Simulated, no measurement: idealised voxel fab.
The name of this process module is voxel lift off.
We display cut, a cross-section 205 nm in width whose square cells are each 5 nm.
This document writes a cross-section as a grid whose cells are square, and gives it as bands, listed from the top down; one or more rows of cells form a band. Basically the band line says how high the top is and how high the bottom is, in nm, and then what's in it from left to right, every material with its width in nm. Empty space shows up as "blank", and if a single material carries "edge to edge" it runs the full band edge to edge. Ref level 0: as-received wafer is one material below here. Bottom band extends down with no lower bound ("0 -> down"). Width "30..40": first value at the band's top row of cells, second value at its bottom row, equal change from row to row. "remained the same" means the step left every cell of the cross-section as it was. "Entrapped void list": empty spaces of 8 cells or more with no open way to the top, each given as width x height at distance, distance from the left edge, all in nm. If you see something after the settings on a step's line, that's the simulator's own remark about that step. On any step carrying a mask, the "overlay nm" setting, if present on the step's line, tells how far right of its planned place the mask lay; negative values point to the left.
-- Process steps foreseen in the plan
- 1: RECEIVE with material Si
- 2: CONFORMAL_DEP with material Al2O3, thk nm 15
- 3: PATTERN with tone open, mask id LINES, material resist, width nm 25, pitch nm 50, thk nm 20, overlay nm 0
- 4: DIRECTIONAL_DEP with material Ru, thk nm 5
- 5: STRIP with etch materials resist
- 6: CONFORMAL_DEP with material SiN, thk nm 10
-- as received, after step 1
0 -> down  Si edge to edge
Entrapped void list: none
-- First of two wafers, end-of-module section, run followed plan
30 -> 25  blank 55 nm  SiN 45 nm  blank 5 nm  SiN 45 nm  blank 55 nm
25 -> 20  SiN edge to edge
20 -> 15  SiN 65 nm  Ru 25 nm  SiN 25 nm  Ru 25 nm  SiN 65 nm
15 -> 0  Al2O3 edge to edge
0 -> down  Si edge to edge
Entrapped void list: none
-- So this is wafer number two of the two, cut at the end of the module - it started where the first did and had the same plan, we just got one thing wrong running it
30 -> 25  blank 50 nm  SiN 45 nm  blank 5 nm  SiN 45 nm  blank 60 nm
25 -> 20  SiN edge to edge
20 -> 15  SiN 60 nm  Ru 25 nm  SiN 25 nm  Ru 25 nm  SiN 70 nm
15 -> 0  Al2O3 edge to edge
0 -> down  Si edge to edge
Entrapped void list: none
The plan and the run diverged here: step 3, actual vs plan mismatch, actual run PATTERN with tone open, mask id LINES, material resist, width nm 25, pitch nm 50, thk nm 20, overlay nm -5
Tallied in cells, the final second wafer holds each material in the same quantity as the first, although not at the same places.
